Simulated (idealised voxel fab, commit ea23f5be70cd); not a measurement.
process module | voxel quadruple lines
cross-section cut | 280 nm wide | cells 5 nm
A cross-section is a grid of square cells, given in bands from the top down. A band is one or more rows of cells.
Each band's line starts with the height of the band's top and of its bottom, in nm. Then come its materials from left to right, each with its width in nm. One material with "throughout" fills the band from edge to edge. "air" is empty space.
Height 0 is the level under which the wafer as received is all one material. The lowest band goes on downwards, as in "0 down".
A width such as "30 to 40" changes by the same amount from each row of cells to the next, from the band's top row to its bottom row.
"no change" after a step means that no cell of the cross-section changed.
closed voids: empty space of 8 cells or more with no open way to the top, each as width x height at its distance from the left edge, in nm
after a step's settings: what the simulator itself notes on the step
overlay nm, on a step with a mask: how far to the right of its planned place the mask lay; to the left if negative
plan
1 op RECEIVE | material Si
2 op CONFORMAL_DEP | material SiO2 | thk nm 10
3 op DIRECTIONAL_DEP | material W | thk nm 15
4 op DIRECTIONAL_DEP | material polySi | thk nm 20
5 op DIRECTIONAL_DEP | material aC | thk nm 20
6 op PATTERN | tone cover | mask id MANDREL | material resist | width nm 20 | thk nm 25 | overlay nm 0
7 op DIRECTIONAL_ETCH | etch materials aC | depth nm 20
8 op STRIP | etch materials resist
9 op CONFORMAL_DEP | material SiO2 | thk nm 10
10 op DIRECTIONAL_ETCH | etch materials SiO2 | depth nm 10
11 op STRIP | etch materials aC
12 op DIRECTIONAL_ETCH | etch materials polySi | depth nm 20
13 op STRIP | etch materials SiO2
14 op CONFORMAL_DEP | material SiN | thk nm 10
15 op DIRECTIONAL_ETCH | etch materials SiN | depth nm 10
16 op STRIP | etch materials polySi
17 op DIRECTIONAL_ETCH | etch materials W | depth nm 15
18 op STRIP | etch materials SiN
varied across the wafers: width nm of step 6. The plan shows the first wafer's value. All wafers start alike
first wafer as received, after step 1
  0 down: Si throughout
  closed voids: none
first wafer at the end, after step 18
  25 to 10: air 110 | W 10 | air 10 | W 20 | air 10 | W 10 | air 110
  10 to 0: SiO2 throughout
  0 down: Si throughout
  closed voids: none
last wafer at the end
  25 to 10: air 100 | W 10 | air 10 | W 10 | air 25 | W 10 | air 10 | W 10 | air 95
  10 to 0: SiO2 throughout
  0 down: Si throughout
  closed voids: none
each wafer at the end: cells of each material gained (+) or lost (-) since it was received, then its closed voids
width nm 20 | +112 SiO2 | +24 W | closed voids: none
width nm 25 | +112 SiO2 | +24 W | closed voids: none
width nm 30 | +112 SiO2 | +24 W | closed voids: none
width nm 35 | +112 SiO2 | +24 W | closed voids: none
width nm 40 | +112 SiO2 | +24 W | closed voids: none
width nm 45 | +112 SiO2 | +24 W | closed voids: none
